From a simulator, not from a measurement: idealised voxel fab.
The following is a process module called voxel gate over fins.
Section shown: cut. Width: 140 nm. Cell size: 5 nm, square.
Bands, listed from the top down, are how a cross-section gets written in this document; the cross-section itself is a grid of square cells, and a band is one or more rows of them.
Look at the band entry: it leads with the top's height and the bottom's height in nm. Then it lists the materials left to right, with a width in nm for each. The word "full width" on a single material says that material fills the band edge to edge. The word "blank" is empty space.
Beneath 0, the wafer as received is one material, and that level is where height counting begins. The lowest band goes on downward without a bottom; it is written like "0 down".
The width entry "30..40" should be interpreted row by row: the top row of cells in the band takes the first number, the bottom row takes the second number, and the change between adjacent rows is uniform throughout.
Key: "no modifications" - step with no changed cell in the cross-section.
Reported under the label "Enclosed void entries" are the empty spaces having no open way to the top and comprising 8 cells or more; the notation for each is width x height at distance, in which the distance is measured from the left edge and all three values are in nm.
Where a step's line continues beyond its settings, the continuation is a remark by the simulator itself on that step.
overlay nm: mask offset rightward from planned place, masked step; negative means leftward offset.
# Process steps - plan
1,RECEIVE: material Si
2,CONFORMAL_DEP: material SiN, thk nm 5
3,PATTERN: tone cover, mask id FINS, material resist, width nm 15, pitch nm 40, thk nm 20, overlay nm 0
4,DIRECTIONAL_ETCH: etch materials SiN, depth nm 5
5,DIRECTIONAL_ETCH: etch materials Si, depth nm 40
6,STRIP: etch materials resist
7,FILL_DEP: material SiO2, thk nm 10
8,CMP: height nm 5
9,SELECTIVE_ETCH: etch materials SiO2, depth nm 20
10,STRIP: etch materials SiN
11,CONFORMAL_DEP: material HfO2, thk nm 5
12,CONFORMAL_DEP: material TiN, thk nm 5
13,CONFORMAL_DEP: material TiAl, thk nm 5
14,CONFORMAL_DEP: material TiN, thk nm 5
15,FILL_DEP: material W, thk nm 10
16,CMP: height nm 25
17,CONFORMAL_DEP: material SiCN, thk nm 5
# Cross-sectional view of the wafer in its as-received condition, corresponding to the state after step 1
0 down = Si full width
Enclosed void entries: none
# The following cross-section depicts the wafer upon conclusion of the module. Processing commenced from the starting condition illustrated above and adhered to the plan illustrated above, save for one mistake in execution
30 to 25 = SiCN full width
25 to 15 = W full width
15 to 5 = W (25); TiN (85); W (30)
5 to 0 = W (25); TiN (10); HfO2 (25); TiN (15); HfO2 (25); TiN (10); W (30)
0 to -10 = TiN (35); HfO2 (5); Si (15); HfO2 (5); TiN (15); HfO2 (5); Si (15); HfO2 (5); TiN (40)
-10 to -15 = HfO2 (40); Si (15); HfO2 (25); Si (15); HfO2 (45)
-15 to -40 = SiO2 (40); Si (15); SiO2 (25); Si (15); SiO2 (45)
-40 down = Si full width
Enclosed void entries: none
Deviation noted in wafer processing: step 13 of the plan did not run at all; it was left out
